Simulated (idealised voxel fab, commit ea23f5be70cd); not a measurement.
The name of this process module is voxel capacitor over wiring.
Shown is cross-section cut, with a width of 295 nm and square cells of size 5 nm.
Square cells in a grid make up a cross-section in this document, and the grid is given as bands, listed from the top down, each one or more rows of cells. Heads up on the band format: heights come first, top then bottom, in nm. After that it's the materials left to right, each with its width in nm. A single material flagged "edge to edge" fills the whole band edge to edge, and "empty" means there's empty space there. Height 0 is the level under which the wafer as received is all one material. The lowest band goes on downwards, as in "z 0 and below". With a width like "30->40", each row of cells in the band differs from the next by the same amount, the top row carrying the first number and the bottom row the second. A step reported as "no alterations made" is a step in which no cell of the cross-section changed. For the entry "Unvented internal voids", the listed items are empty spaces with no open way to the top whose size is 8 cells or more; each item follows the pattern width x height at distance, where distance is from the left edge and all three are in nm. The remark found on a step's line after its settings is issued by the simulator itself and pertains to that step. Each step line may optionally specify "overlay nm", which for a step with a mask gives the rightward distance between the mask's planned place and where it lay, a negative value indicating the leftward direction.
Here's what the planned process steps look like:
| 1 | RECEIVE [material Si] |
| 2 | CONFORMAL_DEP [material SiO2] [thk nm 10] |
| 3 | DIRECTIONAL_DEP [material TiN] [thk nm 5] |
| 4 | DIRECTIONAL_DEP [material W] [thk nm 25] |
| 5 | MASKED_ETCH [tone cover] [mask id METAL_1] [width nm 20] [pitch nm 80] [etch materials W] [depth nm 25] [overlay nm 0] |
| 6 | MASKED_ETCH [tone cover] [mask id METAL_1] [width nm 20] [pitch nm 80] [etch materials TiN] [depth nm 5] [overlay nm 0] |
| 7 | FILL_DEP [material SiO2] [thk nm 5] |
| 8 | CMP [height nm 40] |
| 9 | CONFORMAL_DEP [material SiCN] [thk nm 5] |
| 10 | DIRECTIONAL_DEP [material SiO2] [thk nm 15] |
| 11 | DIRECTIONAL_DEP [material aC] [thk nm 10] |
| 12 | PATTERN [tone open] [mask id PLUG_1] [material resist] [width nm 15] [thk nm 25] [overlay nm 0] |
| 13 | DIRECTIONAL_ETCH [etch materials aC] [depth nm 10] |
| 14 | STRIP [etch materials resist] |
| 15 | DIRECTIONAL_ETCH [etch materials SiO2] [depth nm 15] |
| 16 | DIRECTIONAL_ETCH [etch materials SiCN] [depth nm 5] |
| 17 | STRIP [etch materials aC] |
| 18 | EPI [material Ru] [thk nm 10] |
| 19 | EPI [material Ru] [thk nm 10] |
| 20 | DIRECTIONAL_DEP [material TiN] [thk nm 5] |
| 21 | DIRECTIONAL_DEP [material Al2O3] [thk nm 5] |
| 22 | DIRECTIONAL_DEP [material TiN] [thk nm 10] |
| 23 | MASKED_ETCH [tone cover] [mask id UPPER_PLATE] [width nm 65] [etch materials TiN] [depth nm 10] [overlay nm 0] |
| 24 | MASKED_ETCH [tone cover] [mask id UPPER_PLATE] [width nm 65] [etch materials Al2O3] [depth nm 5] [overlay nm 0] |
| 25 | PATTERN [tone cover] [mask id LOWER_PLATE] [material resist] [width nm 75] [thk nm 15] [overlay nm 0] |
| 26 | DIRECTIONAL_ETCH [etch materials TiN] [depth nm 5] |
| 27 | STRIP [etch materials resist] |
| 28 | FILL_DEP [material SiO2] [thk nm 20] |
| 29 | CMP [height nm 95] |
| 30 | DIRECTIONAL_DEP [material aC] [thk nm 15] |
| 31 | PATTERN [tone open] [mask id PLUG_2] [material resist] [width nm 15] [thk nm 30] [overlay nm 0] |
| 32 | DIRECTIONAL_ETCH [etch materials aC] [depth nm 15] |
| 33 | STRIP [etch materials resist] |
| 34 | DIRECTIONAL_ETCH [etch materials SiO2] [depth nm 15] |
| 35 | STRIP [etch materials aC] |
| 36 | CONFORMAL_DEP [material TiN] [thk nm 5] |
| 37 | FILL_DEP [material Ru] [thk nm 5] |
| 38 | CMP [height nm 95] |
| 39 | CONFORMAL_DEP [material SiCN] [thk nm 5] |
So this is the incoming wafer in cross-section - it's already been through step 1:
* z 0 and below: Si edge to edge
* Unvented internal voids: none
Starting structure and process plan are as shown above, but one mistake was made in running the module; the wafer cross-section at the end of the module follows:
* z 100 to 95: SiCN edge to edge
* z 95 to 90: SiO2 95 nm; TiN 75 nm; SiO2 125 nm
* z 90 to 70: Ru edge to edge
* z 70 to 60: W edge to edge
* z 60 to 45: SiO2 edge to edge
* z 45 to 40: SiCN edge to edge
* z 40 to 15: SiO2 95 nm; W 20 nm; SiO2 60 nm; W 20 nm; SiO2 100 nm
* z 15 to 10: SiO2 95 nm; TiN 20 nm; SiO2 60 nm; TiN 20 nm; SiO2 100 nm
* z 10 to 0: SiO2 edge to edge
* z 0 and below: Si edge to edge
* Unvented internal voids: none
In executing the process, a mistake was made relative to the plan: rather than as planned, step 11 actually ran as DIRECTIONAL_DEP [material W] [thk nm 10]
